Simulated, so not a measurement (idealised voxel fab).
Herein follows the process module entitled voxel self aligned vias.
The cross-section on display is named cut; it measures 295 nm wide, and its cells are 5 nm squares.
Cross-section format: a grid of square cells, given as bands from top to bottom; each band is one or more rows of cells. Basically the band line says how high the top is and how high the bottom is, in nm, and then what's in it from left to right, every material with its width in nm. Empty space shows up as "empty", and if a single material carries "all across" it runs the full band edge to edge. Below 0: as-received wafer, all one material; heights counted from there. Lowest band: no bottom, goes on down, written "from 0 down". You'd read "30->40" like this: the band's top row of cells is as wide as the first number, its bottom row is as wide as the second, and going down, every row changes width by the same amount as the row before did. Key: "remained the same" - step with no changed cell in the cross-section. If an empty space has no open way to the top and is at least 8 cells in size, "Catalogued sealed voids" lists it, written width x height at distance, where distance is measured from the left edge and every value is in nm. Whatever follows a step's settings on its line is a remark the simulator itself makes about that step. You can add "overlay nm" to a step's line. For a step with a mask, it describes how far the mask lay to the right of its planned position, and a negative number describes a lay to the left.
Here's what the planned process steps look like
1,RECEIVE | material Si
2,CONFORMAL_DEP | material SiO2 | thk nm 10
3,CONFORMAL_DEP | material SiCN | thk nm 5
4,DIRECTIONAL_DEP | material lowk | thk nm 25
5,DIRECTIONAL_DEP | material aC | thk nm 10
6,PATTERN | tone open | mask id LINES | material resist | width nm 25 | pitch nm 50 | thk nm 30 | overlay nm 0
7,DIRECTIONAL_ETCH | etch materials aC | depth nm 10
8,STRIP | etch materials resist
9,DIRECTIONAL_ETCH | etch materials lowk | depth nm 25
10,STRIP | etch materials aC
11,CONFORMAL_DEP | material TiN | thk nm 5
12,FILL_DEP | material Ru | thk nm 5
13,CMP | height nm 40
14,SELECTIVE_ETCH | etch materials W Ru TiN | depth nm 5
15,FILL_DEP | material SiN | thk nm 10
16,CMP | height nm 40
17,DIRECTIONAL_DEP | material lowk | thk nm 15
18,PATTERN | tone open | mask id VIAS | material resist | width nm 35 | thk nm 15 | overlay nm 0
19,DIRECTIONAL_ETCH | etch materials lowk | depth nm 15
20,DIRECTIONAL_ETCH | etch materials SiN | depth nm 5
21,STRIP | etch materials resist
22,CONFORMAL_DEP | material TiN | thk nm 5
23,FILL_DEP | material Cu | thk nm 10
24,CMP | height nm 55
25,CONFORMAL_DEP | material SiCN | thk nm 5
Cross-section of the wafer upon arrival, representing the state reached after step 1
* from 0 down = Si all across
* Catalogued sealed voids: none
Post-module cross-section of the first of two wafers (run per plan)
* from 60 to 55 = SiCN all across
* from 55 to 45 = lowk: 105, then TiN: 5, then Cu: 25, then TiN: 5, then lowk: 155
* from 45 to 40 = lowk: 105, then TiN: 10, then Cu: 15, then TiN: 10, then lowk: 155
* from 40 to 35 = lowk: 110, then TiN: 25, then lowk: 25, then SiN: 25, then lowk: 110
* from 35 to 20 = lowk: 110, then TiN: 5, then Ru: 15, then TiN: 5, then lowk: 25, then TiN: 5, then Ru: 15, then TiN: 5, then lowk: 110
* from 20 to 15 = lowk: 110, then TiN: 25, then lowk: 25, then TiN: 25, then lowk: 110
* from 15 to 10 = SiCN all across
* from 10 to 0 = SiO2 all across
* from 0 down = Si all across
* Catalogued sealed voids: none
Cross-sectional view: second of two wafers, end of module; start and plan identical to the first, one mistake in running
* from 60 to 55 = SiCN all across
* from 55 to 45 = lowk: 105, then TiN: 5, then Cu: 25, then TiN: 5, then lowk: 155
* from 45 to 40 = lowk: 105, then TiN: 35, then lowk: 155
* from 40 to 35 = SiCN all across
* from 35 to 10 = lowk all across
* from 10 to 0 = SiO2 all across
* from 0 down = Si all across
* Catalogued sealed voids: none
Plan not followed: steps 3 and 4 swapped
at the end the second wafer has, in cells: -3 Cu, -18 Ru, -5 SiN, -24 TiN, +50 lowk
